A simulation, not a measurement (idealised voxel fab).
The process module presented herein is designated voxel tone inversion.
cross-section cut | 210 nm wide | cells 5 nm
This document writes a cross-section as a grid whose cells are square, and gives it as bands, listed from the top down; one or more rows of cells form a band.
Read a band's entry like this: the first values are the height of its top and the height of its bottom in nm, and what follows is the sequence of materials from left to right, each with its width in nm. Note that "blank" is empty space, and that a single material marked "throughout" reaches across the band from edge to edge.
Height 0 is the level under which the wafer as received is all one material. The lowest band goes on downwards, as in "0 and below".
You'd read "30 to 40" like this: the band's top row of cells is as wide as the first number, its bottom row is as wide as the second, and going down, every row changes width by the same amount as the row before did.
You'll sometimes find "no modification" written for a step, and that's the way of saying that nowhere in the cross-section did a cell change during that step.
Heads up: "Entrapped voids" only lists the empty pockets with no open path to the top that are 8 cells or more, and it writes them as width x height at distance, distance from the left edge, in nm.
What comes after the settings on a step's line is commentary from the simulator itself on that step.
Each step line may optionally specify "overlay nm", which for a step with a mask gives the rightward distance between the mask's planned place and where it lay, a negative value indicating the leftward direction.
## Process steps (planned)
1: RECEIVE: material Si
2: CONFORMAL_DEP: material SiCN, thk nm 10
3: DIRECTIONAL_DEP: material polySi, thk nm 15
4: PATTERN: tone cover, mask id POSTS, material resist, width nm 15, pitch nm 35, thk nm 25, overlay nm 0
5: DIRECTIONAL_ETCH: etch materials polySi, depth nm 15
6: STRIP: etch materials resist
7: FILL_DEP: material lowk, thk nm 10
8: CMP: height nm 25
9: STRIP: etch materials polySi
10: CONFORMAL_DEP: material TiN, thk nm 5
11: FILL_DEP: material W, thk nm 5
12: CMP: height nm 25
13: CONFORMAL_DEP: material SiCN, thk nm 5
## Here's what the wafer looked like in cross-section when it arrived - that's after step 1
> 0 and below: Si throughout
> Entrapped voids: none
## a wafer at the end: this start, this plan, one mistake
> 30 down to 25: SiCN throughout
> 25 down to 15: 70 lowk | 5 TiN | 5 W | 5 TiN | 20 lowk | 5 TiN | 5 W | 5 TiN | 90 lowk
> 15 down to 10: 70 lowk | 15 TiN | 20 lowk | 15 TiN | 90 lowk
> 10 down to 0: SiCN throughout
> 0 and below: Si throughout
> Entrapped voids: none
Finding, execution versus plan: step 4, actual vs plan mismatch, actual run PATTERN: tone cover, mask id POSTS, material resist, width nm 15, pitch nm 35, thk nm 25, overlay nm -10
